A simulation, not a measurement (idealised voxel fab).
Module name: voxel wiring stack (process module)
For reference, the cross-section in this document is cut, with width 270 nm and square cells of 5 nm.
Format of a cross-section: grid, square cells. Given as bands. Order: top down. Band: one or more rows of cells.
What a band's entry tells you: where the top is and where the bottom is, as heights in nm, and after that what lies inside, material by material from left to right, each with its width in nm. Empty space is written as the word "empty", and a single material marked with the word "full width" occupies the band from edge to edge.
Height is counted from the level 0, under which the received wafer is composed throughout of one material. The lowest of the bands is not closed at the bottom but continues downward, in the notation "top 0, no bottom".
A two-number width, for instance "30 to 40", indicates that the width is equal to the first number in the top row of the band and to the second number in the bottom row, and that it changes by a constant amount per row of cells.
Take "no modifications" at face value: in the step it is given for, the cross-section changed in none of its cells.
"Sealed void listing" - sealed voids, min. 8 cells, no opening to top; format: width x height at distance (distance from left edge; nm throughout).
Heads up: the bit after the settings on a step's line is the simulator's remark on that step.
overlay nm: for a step with a mask, the amount by which the mask lay right of where it was planned; a negative amount means left of it.
-- This section lists the process steps that were planned
1 RECEIVE: material Si
2 CONFORMAL_DEP: material SiO2, thk nm 15
3 CONFORMAL_DEP: material SiCN, thk nm 5
4 DIRECTIONAL_DEP: material SiO2, thk nm 15
5 PATTERN: tone open, mask id METAL_1, material resist, width nm 20, pitch nm 45, thk nm 15, overlay nm 0
6 DIRECTIONAL_ETCH: etch materials SiO2, depth nm 15
7 DIRECTIONAL_ETCH: etch materials SiCN, depth nm 5
8 STRIP: etch materials resist
9 CONFORMAL_DEP: material TiN, thk nm 5
10 FILL_DEP: material Cu, thk nm 10
11 CMP: height nm 35
12 CONFORMAL_DEP: material SiCN, thk nm 5
13 DIRECTIONAL_DEP: material SiO2, thk nm 35
14 PATTERN: tone open, mask id METAL_2_HOLES, material resist, width nm 15, pitch nm 90, thk nm 15, overlay nm 0
15 DIRECTIONAL_ETCH: etch materials SiO2, depth nm 35
16 STRIP: etch materials resist
17 PATTERN: tone open, mask id METAL_2, material resist, width nm 20, pitch nm 45, thk nm 15, overlay nm 0
18 DIRECTIONAL_ETCH: etch materials SiO2, depth nm 20
19 DIRECTIONAL_ETCH: etch materials SiCN, depth nm 5
20 STRIP: etch materials resist
21 CONFORMAL_DEP: material TiN, thk nm 5
22 FILL_DEP: material Cu, thk nm 5
23 CMP: height nm 75
24 CONFORMAL_DEP: material SiCN, thk nm 5
The plan's step 3 thk nm is the first wafer's value; the wafers differ in this setting and start identical.
-- First of several wafers (as received, post step 1), cross-sectional view
top 0, no bottom  Si full width
Sealed void listing: none
-- each wafer at the end: cells of each material gained (+) or lost (-) since it was received, then its closed voids
thk nm 5 | +44 Cu | +144 SiCN | +600 SiO2 | +76 TiN | Sealed void listing: none
thk nm 10 | +38 Cu | +198 SiCN | +558 SiO2 | +70 TiN | Sealed void listing: none
thk nm 15 | +32 Cu | +252 SiCN | +516 SiO2 | +64 TiN | Sealed void listing: none
thk nm 20 | +26 Cu | +306 SiCN | +474 SiO2 | +58 TiN | Sealed void listing: none
